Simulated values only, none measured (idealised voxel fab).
Process module, titled voxel ribs on slabs
Square cell edge 5 nm, section width 260 nm, ID cut.
A cross-section is written here as square cells arranged in a grid, and it is given in bands from the top down, each band taking up one or more rows of cells.
In this notation a band is specified by the heights of its top and bottom, in that order and in nm, after which its materials appear from left to right, each paired with its width in nm. The word "all across" attached to a single material means that material fills the band from edge to edge; the word "empty" stands for empty space.
Below 0: as-received wafer, all one material; heights counted from there. Lowest band: no bottom, goes on down, written "0 and below".
Note: "30 to 40" means the width goes from the first number (top row of the band) to the second number (bottom row) in equal steps per row of cells.
Given "remains unaltered" for a step, no cell of the cross-section differs between before and after that step.
Fully sealed voids: empty space of 8 cells or more with no open way to the top, each as width x height at its distance from the left edge, in nm
Text after the settings on a step's line: the simulator's own remark on that step.
Among the settings permitted on a step's line is "overlay nm"; applied to a step with a mask, it specifies the extent to which the mask lay to the right of its planned position, whereas a negative figure signifies a position to the left.

Process steps foreseen in the plan
step 1: op RECEIVE | material Si
step 2: op DIRECTIONAL_DEP | material SiO2 | thk nm 15
step 3: op DIRECTIONAL_DEP | material SiN | thk nm 20
step 4: op MASKED_ETCH | tone cover | mask id RIB | width nm 30 | etch materials SiN | depth nm 5 | overlay nm 0
step 5: op DIRECTIONAL_DEP | material aC | thk nm 10
step 6: op PATTERN | tone cover | mask id SLAB | material resist | width nm 80 | thk nm 25 | overlay nm 0
step 7: op DIRECTIONAL_ETCH | etch materials aC | depth nm 10
step 8: op STRIP | etch materials resist
step 9: op DIRECTIONAL_ETCH | etch materials SiN | depth nm 15
step 10: op STRIP | etch materials aC
step 11: op FILL_DEP | material SiO2 | thk nm 20
step 12: op CMP | height nm 55
step 13: op DIRECTIONAL_DEP | material W | thk nm 10
step 14: op MASKED_ETCH | tone cover | mask id HEATER | width nm 40 | etch materials W | depth nm 10 | overlay nm 0
step 15: op CONFORMAL_DEP | material SiN | thk nm 5
varied across the wafers: thk nm of step 2. The plan shows the first wafer's value. All wafers start alike

Cross-section of the first of several wafers on receipt, reflecting completion of step 1
	0 and below  Si all across
	Fully sealed voids: none

Cross-section, first of several wafers, end of module, after last step 15
	70 down to 65  105 nm empty  50 nm SiN  105 nm empty
	65 down to 60  105 nm empty  5 nm SiN  40 nm W  5 nm SiN  105 nm empty
	60 down to 55  110 nm SiN  40 nm W  110 nm SiN
	55 down to 35  SiO2 all across
	35 down to 30  115 nm SiO2  30 nm SiN  115 nm SiO2
	30 down to 15  90 nm SiO2  80 nm SiN  90 nm SiO2
	15 down to 0  SiO2 all across
	0 and below  Si all across
	Fully sealed voids: none

Cross-section of the final wafer among several, taken at the end of the module
	70 down to 65  105 nm empty  50 nm SiN  105 nm empty
	65 down to 60  105 nm empty  5 nm SiN  40 nm W  5 nm SiN  105 nm empty
	60 down to 55  110 nm SiN  40 nm W  110 nm SiN
	55 down to 40  90 nm SiO2  80 nm SiN  90 nm SiO2
	40 down to 0  SiO2 all across
	0 and below  Si all across
	Fully sealed voids: none

Rows = wafers. At module end, each row lists per material the cells gained (+) or lost (-) since the wafer was received, then the closed voids
thk nm 15, +110 SiN, +518 SiO2, +16 W, Fully sealed voids: none
thk nm 20, +110 SiN, +518 SiO2, +16 W, Fully sealed voids: none
thk nm 25, +110 SiN, +518 SiO2, +16 W, Fully sealed voids: none
thk nm 30, +110 SiN, +518 SiO2, +16 W, Fully sealed voids: none
thk nm 35, +110 SiN, +518 SiO2, +16 W, Fully sealed voids: none
thk nm 40, +104 SiN, +524 SiO2, +16 W, Fully sealed voids: none
